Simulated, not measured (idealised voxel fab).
process module | voxel wiring stack
cross-section cut | 275 nm wide | cells 5 nm
A cross-section is a grid of square cells, given in bands from the top down. A band is one or more rows of cells.
Each band's line starts with the height of the band's top and of its bottom, in nm. Then come its materials from left to right, each with its width in nm. One material with "throughout" fills the band from edge to edge. "air" is empty space.
Height 0 is the level under which the wafer as received is all one material. The lowest band goes on downwards, as in "0 down".
A width such as "30 to 40" changes by the same amount from each row of cells to the next, from the band's top row to its bottom row.
"no change" after a step means that no cell of the cross-section changed.
closed voids: empty space of 8 cells or more with no open way to the top, each as width x height at its distance from the left edge, in nm
after a step's settings: what the simulator itself notes on the step
overlay nm, on a step with a mask: how far to the right of its planned place the mask lay; to the left if negative
plan
1 op RECEIVE | material Si
2 op CONFORMAL_DEP | material SiO2 | thk nm 15
3 op DIRECTIONAL_DEP | material TiN | thk nm 5
4 op DIRECTIONAL_DEP | material W | thk nm 25
5 op DIRECTIONAL_DEP | material aC | thk nm 10
6 op PATTERN | tone cover | mask id METAL_1 | material resist | width nm 25 | pitch nm 55 | thk nm 30 | overlay nm 0
7 op DIRECTIONAL_ETCH | etch materials aC | depth nm 10
8 op STRIP | etch materials resist
9 op DIRECTIONAL_ETCH | etch materials W | depth nm 25
10 op DIRECTIONAL_ETCH | etch materials TiN | depth nm 5
11 op STRIP | etch materials aC
12 op FILL_DEP | material SiO2 | thk nm 5
13 op CMP | height nm 45
14 op CONFORMAL_DEP | material SiCN | thk nm 5
15 op DIRECTIONAL_DEP | material SiO2 | thk nm 15
16 op DIRECTIONAL_DEP | material aC | thk nm 15
17 op PATTERN | tone open | mask id PLUG_1 | material resist | width nm 15 | pitch nm 110 | thk nm 35 | overlay nm 0
18 op DIRECTIONAL_ETCH | etch materials aC | depth nm 15
19 op STRIP | etch materials resist
20 op DIRECTIONAL_ETCH | etch materials SiO2 | depth nm 15
21 op DIRECTIONAL_ETCH | etch materials SiCN | depth nm 5
22 op STRIP | etch materials aC
23 op CONFORMAL_DEP | material TiN | thk nm 5
24 op FILL_DEP | material Cu | thk nm 10
25 op CMP | height nm 65
26 op DIRECTIONAL_DEP | material TiN | thk nm 5
27 op DIRECTIONAL_DEP | material W | thk nm 15
28 op PATTERN | tone cover | mask id METAL_2 | material resist | width nm 25 | pitch nm 55 | thk nm 20 | overlay nm 0
29 op DIRECTIONAL_ETCH | etch materials W | depth nm 15
30 op DIRECTIONAL_ETCH | etch materials TiN | depth nm 5
31 op STRIP | etch materials resist
32 op CONFORMAL_DEP | material SiCN | thk nm 5
33 op FILL_DEP | material SiO2 | thk nm 10
34 op CMP | height nm 85
35 op CONFORMAL_DEP | material SiCN | thk nm 5
36 op DIRECTIONAL_DEP | material SiO2 | thk nm 25
37 op PATTERN | tone open | mask id METAL_3 | material resist | width nm 25 | pitch nm 55 | thk nm 20 | overlay nm 0
38 op DIRECTIONAL_ETCH | etch materials SiO2 | depth nm 15
39 op STRIP | etch materials resist
40 op PATTERN | tone open | mask id METAL_3_HOLES | material resist | width nm 15 | pitch nm 55 | thk nm 20 | overlay nm 0
41 op DIRECTIONAL_ETCH | etch materials SiO2 | depth nm 10
42 op DIRECTIONAL_ETCH | etch materials SiCN | depth nm 5
43 op STRIP | etch materials resist
44 op CONFORMAL_DEP | material TiN | thk nm 5
45 op FILL_DEP | material Ru | thk nm 5
46 op CMP | height nm 115
47 op CONFORMAL_DEP | material SiCN | thk nm 5
48 op DIRECTIONAL_DEP | material lowk | thk nm 30
49 op DIRECTIONAL_DEP | material aC | thk nm 15
50 op PATTERN | tone open | mask id METAL_4 | material resist | width nm 25 | pitch nm 55 | thk nm 35 | overlay nm 0
51 op DIRECTIONAL_ETCH | etch materials aC | depth nm 15
52 op STRIP | etch materials resist
53 op DIRECTIONAL_ETCH | etch materials lowk | depth nm 15
54 op STRIP | etch materials aC
55 op DIRECTIONAL_DEP | material aC | thk nm 10
56 op PATTERN | tone open | mask id METAL_4_HOLES | material resist | width nm 15 | pitch nm 55 | thk nm 25 | overlay nm 0
57 op DIRECTIONAL_ETCH | etch materials aC | depth nm 10
58 op STRIP | etch materials resist
59 op DIRECTIONAL_ETCH | etch materials lowk | depth nm 15
60 op DIRECTIONAL_ETCH | etch materials SiCN | depth nm 5
61 op STRIP | etch materials aC
62 op CONFORMAL_DEP | material TiN | thk nm 5
63 op FILL_DEP | material Cu | thk nm 10
64 op CMP | height nm 150
65 op CONFORMAL_DEP | material SiN | thk nm 5
as received, after step 1
  0 down: Si throughout
  closed voids: none
first wafer at the end, as planned
  155 to 150: SiN throughout
  150 to 140: lowk 40 | TiN 5 | Cu 15 | TiN 5 | lowk 30 | TiN 5 | Cu 15 | TiN 5 | lowk 30 | TiN 5 | Cu 15 | TiN 5 | lowk 30 | TiN 5 | Cu 15 | TiN 5 | lowk 45
  140 to 135: lowk 40 | TiN 5 | Cu 5 | TiN 15 | lowk 30 | TiN 5 | Cu 5 | TiN 15 | lowk 30 | TiN 5 | Cu 5 | TiN 15 | lowk 30 | TiN 5 | Cu 5 | TiN 15 | lowk 45
  135 to 120: lowk 40 | TiN 5 | Cu 5 | TiN 5 | lowk 40 | TiN 5 | Cu 5 | TiN 5 | lowk 40 | TiN 5 | Cu 5 | TiN 5 | lowk 40 | TiN 5 | Cu 5 | TiN 5 | lowk 55
  120 to 115: SiCN 40 | TiN 15 | SiCN 40 | TiN 15 | SiCN 40 | TiN 15 | SiCN 40 | TiN 15 | SiCN 55
  115 to 105: SiO2 40 | TiN 5 | Ru 15 | TiN 5 | SiO2 30 | TiN 5 | Ru 15 | TiN 5 | SiO2 30 | TiN 5 | Ru 15 | TiN 5 | SiO2 30 | TiN 5 | Ru 15 | TiN 5 | SiO2 45
  105 to 100: SiO2 40 | TiN 5 | Ru 5 | TiN 15 | SiO2 30 | TiN 5 | Ru 5 | TiN 15 | SiO2 30 | TiN 5 | Ru 5 | TiN 15 | SiO2 30 | TiN 5 | Ru 5 | TiN 15 | SiO2 45
  100 to 90: SiO2 40 | TiN 5 | Ru 5 | TiN 5 | SiO2 40 | TiN 5 | Ru 5 | TiN 5 | SiO2 40 | TiN 5 | Ru 5 | TiN 5 | SiO2 40 | TiN 5 | Ru 5 | TiN 5 | SiO2 55
  90 to 85: SiCN 40 | TiN 15 | SiCN 40 | TiN 15 | SiCN 40 | TiN 15 | SiCN 40 | TiN 15 | SiCN 55
  85 to 70: SiO2 35 | SiCN 5 | W 25 | SiCN 5 | SiO2 20 | SiCN 5 | W 25 | SiCN 5 | SiO2 20 | SiCN 5 | W 25 | SiCN 5 | SiO2 20 | SiCN 5 | W 25 | SiCN 5 | SiO2 40
  70 to 65: SiCN 40 | TiN 25 | SiCN 30 | TiN 25 | SiCN 30 | TiN 25 | SiCN 30 | TiN 25 | SiCN 45
  65 to 50: SiO2 40 | TiN 5 | Cu 5 | TiN 5 | SiO2 95 | TiN 5 | Cu 5 | TiN 5 | SiO2 110
  50 to 45: SiCN 40 | TiN 15 | SiCN 95 | TiN 15 | SiCN 110
  45 to 20: SiO2 40 | W 25 | SiO2 30 | W 25 | SiO2 30 | W 25 | SiO2 30 | W 25 | SiO2 45
  20 to 15: SiO2 40 | TiN 25 | SiO2 30 | TiN 25 | SiO2 30 | TiN 25 | SiO2 30 | TiN 25 | SiO2 45
  15 to 0: SiO2 throughout
  0 down: Si throughout
  closed voids: none
second wafer at the end: like start, like plan, one mistake
  155 to 150: SiN throughout
  150 to 140: lowk 40 | TiN 5 | Cu 15 | TiN 5 | lowk 30 | TiN 5 | Cu 15 | TiN 5 | lowk 30 | TiN 5 | Cu 15 | TiN 5 | lowk 30 | TiN 5 | Cu 15 | TiN 5 | lowk 45
  140 to 135: lowk 40 | TiN 5 | Cu 5 | TiN 15 | lowk 30 | TiN 5 | Cu 5 | TiN 15 | lowk 30 | TiN 5 | Cu 5 | TiN 15 | lowk 30 | TiN 5 | Cu 5 | TiN 15 | lowk 45
  135 to 120: lowk 40 | TiN 5 | Cu 5 | TiN 5 | lowk 40 | TiN 5 | Cu 5 | TiN 5 | lowk 40 | TiN 5 | Cu 5 | TiN 5 | lowk 40 | TiN 5 | Cu 5 | TiN 5 | lowk 55
  120 to 115: SiCN 40 | TiN 15 | SiCN 40 | TiN 15 | SiCN 40 | TiN 15 | SiCN 40 | TiN 15 | SiCN 55
  115 to 105: SiO2 40 | TiN 5 | Ru 15 | TiN 5 | SiO2 30 | TiN 5 | Ru 15 | TiN 5 | SiO2 30 | TiN 5 | Ru 15 | TiN 5 | SiO2 30 | TiN 5 | Ru 15 | TiN 5 | SiO2 45
  105 to 100: SiO2 40 | TiN 5 | Ru 5 | TiN 15 | SiO2 30 | TiN 5 | Ru 5 | TiN 15 | SiO2 30 | TiN 5 | Ru 5 | TiN 15 | SiO2 30 | TiN 5 | Ru 5 | TiN 15 | SiO2 45
  100 to 90: SiO2 40 | TiN 5 | Ru 5 | TiN 5 | SiO2 40 | TiN 5 | Ru 5 | TiN 5 | SiO2 40 | TiN 5 | Ru 5 | TiN 5 | SiO2 40 | TiN 5 | Ru 5 | TiN 5 | SiO2 55
  90 to 85: SiCN 40 | TiN 15 | SiCN 40 | TiN 15 | SiCN 40 | TiN 15 | SiCN 40 | TiN 15 | SiCN 55
  85 to 70: SiO2 35 | SiCN 5 | W 25 | SiCN 5 | SiO2 20 | SiCN 5 | W 25 | SiCN 5 | SiO2 20 | SiCN 5 | W 25 | SiCN 5 | SiO2 20 | SiCN 5 | W 25 | SiCN 5 | SiO2 40
  70 to 65: SiCN 40 | TiN 25 | SiCN 30 | TiN 25 | SiCN 30 | TiN 25 | SiCN 30 | TiN 25 | SiCN 45
  65 to 50: SiO2 40 | TiN 5 | Cu 5 | TiN 5 | SiO2 95 | TiN 5 | Cu 5 | TiN 5 | SiO2 110
  50 to 45: SiCN 40 | TiN 15 | SiCN 95 | TiN 15 | SiCN 110
  45 to 20: SiO2 40 | W 30 | SiO2 25 | W 30 | SiO2 25 | W 30 | SiO2 25 | W 30 | SiO2 40
  20 to 15: SiO2 40 | TiN 30 | SiO2 25 | TiN 30 | SiO2 25 | TiN 30 | SiO2 25 | TiN 30 | SiO2 40
  15 to 0: SiO2 throughout
  0 down: Si throughout
  closed voids: none
what went wrong: step 6 ran as: op PATTERN | tone cover | mask id METAL_1 | material resist | width nm 30 | pitch nm 55 | thk nm 30 | overlay nm 0
at the end the second wafer has, in cells: 24 fewer of SiO2 | 4 more of TiN | 20 more of W
